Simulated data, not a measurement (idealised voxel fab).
The process module that follows is named voxel capacitor over wiring.
The cross-section on display is named cut; it measures 230 nm wide, and its cells are 5 nm squares.
We lay out every cross-section as a grid of square cells and spell it out in bands from the top down, where one band means one or more rows of cells. It is stipulated that each band's entry specify, in nanometres, the height of the top of the band and then that of its bottom, followed by the materials of the band in left-to-right sequence, each together with its width in nanometres. A single material marked by the word "all across" is understood to fill the band from edge to edge; the word "air" is understood to denote empty space. Note: height 0 marks the level under which the wafer is uniformly one material as received. Lowest band unbounded below, written "top 0, no bottom". When a width is written as two numbers, as in "30->40", the first number is the width in the top row of cells of the band and the second is the width in its bottom row, and the width changes by the same amount from each row to the next. Take "stayed the same" at face value: in the step it is given for, the cross-section changed in none of its cells. "Completely enclosed voids" specifies each empty space that is not open to the top and that occupies no fewer than 8 cells, using the form width x height at distance, the distance measured from the left edge and all three quantities in nm. On each step's line, the part that comes after the settings is the simulator's own comment on the step. overlay nm: on a step with a mask, how far right of its planned place the mask lay; negative means left.

-- Process steps (planned)
1: RECEIVE (material Si)
2: CONFORMAL_DEP (material SiO2; thk nm 10)
3: CONFORMAL_DEP (material SiCN; thk nm 5)
4: DIRECTIONAL_DEP (material lowk; thk nm 20)
5: MASKED_ETCH (tone open; mask id METAL_1; width nm 30; pitch nm 90; etch materials lowk; depth nm 20; overlay nm 0)
6: MASKED_ETCH (tone open; mask id METAL_1; width nm 30; pitch nm 90; etch materials SiCN; depth nm 5; overlay nm 0)
7: CONFORMAL_DEP (material TiN; thk nm 5)
8: FILL_DEP (material W; thk nm 10)
9: CMP (height nm 35)
10: EPI (material Ru; thk nm 5)
11: FILL_DEP (material SiCN; thk nm 5)
12: DIRECTIONAL_DEP (material SiO2; thk nm 15)
13: MASKED_ETCH (tone open; mask id PLUG_1; width nm 15; etch materials SiO2; depth nm 15; overlay nm 0)
14: MASKED_ETCH (tone open; mask id PLUG_1; width nm 15; etch materials SiCN; depth nm 5; overlay nm 0)
15: EPI (material Ru; thk nm 10)
16: EPI (material Ru; thk nm 10)
17: DIRECTIONAL_DEP (material TiN; thk nm 5)
18: DIRECTIONAL_DEP (material SiN; thk nm 5)
19: DIRECTIONAL_DEP (material TiN; thk nm 5)
20: PATTERN (tone cover; mask id UPPER_PLATE; material resist; width nm 65; thk nm 15; overlay nm 0)
21: DIRECTIONAL_ETCH (etch materials TiN; depth nm 5)
22: DIRECTIONAL_ETCH (etch materials SiN; depth nm 5)
23: STRIP (etch materials resist)
24: MASKED_ETCH (tone cover; mask id LOWER_PLATE; width nm 75; etch materials TiN; depth nm 5; overlay nm 0)
25: FILL_DEP (material SiO2; thk nm 20)
26: CMP (height nm 90)
27: PATTERN (tone open; mask id PLUG_2; material resist; width nm 15; thk nm 20; overlay nm 0)
28: DIRECTIONAL_ETCH (etch materials SiO2; depth nm 15)
29: STRIP (etch materials resist)
30: CONFORMAL_DEP (material TiN; thk nm 5)
31: FILL_DEP (material Ru; thk nm 10)
32: CMP (height nm 90)
33: CONFORMAL_DEP (material SiN; thk nm 5)

-- Wafer as received: cross-section following step 1
- top 0, no bottom: Si all across
- Completely enclosed voids: none

-- Module complete - cross-section of the first of two wafers, run according to plan
- top 95, bottom 90: SiN all across
- top 90, bottom 80: 80 nm SiO2, then 5 nm TiN, then 5 nm Ru, then 5 nm TiN, then 135 nm SiO2
- top 80, bottom 70: 80->70 nm SiO2, then 15->65 nm TiN, then 135->95 nm SiO2
- top 70, bottom 65: 70 nm SiO2, then 65 nm SiN, then 95 nm SiO2
- top 65, bottom 60: 65 nm SiO2, then 75 nm TiN, then 90 nm SiO2
- top 60, bottom 45: 70 nm SiO2, then 15 nm Ru, then 145 nm SiO2
- top 45, bottom 40: 70 nm SiCN, then 15 nm Ru, then 145 nm SiCN
- top 40, bottom 35: 50 nm SiCN, then 40 nm Ru, then 50 nm SiCN, then 40 nm Ru, then 50 nm SiCN
- top 35, bottom 15: 55 nm lowk, then 5 nm TiN, then 20 nm W, then 5 nm TiN, then 60 nm lowk, then 5 nm TiN, then 20 nm W, then 5 nm TiN, then 55 nm lowk
- top 15, bottom 10: 55 nm SiCN, then 30 nm TiN, then 60 nm SiCN, then 30 nm TiN, then 55 nm SiCN
- top 10, bottom 0: SiO2 all across
- top 0, no bottom: Si all across
- Completely enclosed voids: none

-- Second of two wafers, module complete, sectioned: it shares the first wafer's start and plan but was run with one mistake
- top 95, bottom 90: TiN all across
- top 90, bottom 80: 80 nm SiO2, then 5 nm TiN, then 5 nm Ru, then 5 nm TiN, then 135 nm SiO2
- top 80, bottom 70: 80->70 nm SiO2, then 15->65 nm TiN, then 135->95 nm SiO2
- top 70, bottom 65: 70 nm SiO2, then 65 nm SiN, then 95 nm SiO2
- top 65, bottom 60: 65 nm SiO2, then 75 nm TiN, then 90 nm SiO2
- top 60, bottom 45: 70 nm SiO2, then 15 nm Ru, then 145 nm SiO2
- top 45, bottom 40: 70 nm SiCN, then 15 nm Ru, then 145 nm SiCN
- top 40, bottom 35: 50 nm SiCN, then 40 nm Ru, then 50 nm SiCN, then 40 nm Ru, then 50 nm SiCN
- top 35, bottom 15: 55 nm lowk, then 5 nm TiN, then 20 nm W, then 5 nm TiN, then 60 nm lowk, then 5 nm TiN, then 20 nm W, then 5 nm TiN, then 55 nm lowk
- top 15, bottom 10: 55 nm SiCN, then 30 nm TiN, then 60 nm SiCN, then 30 nm TiN, then 55 nm SiCN
- top 10, bottom 0: SiO2 all across
- top 0, no bottom: Si all across
- Completely enclosed voids: none
So what did we get wrong on this run? in deviation from the planned setting, step 33 was conducted as CONFORMAL_DEP (material TiN; thk nm 5)
Materials where the second wafer ends with more or fewer cells than the first: SiN -46, TiN +46
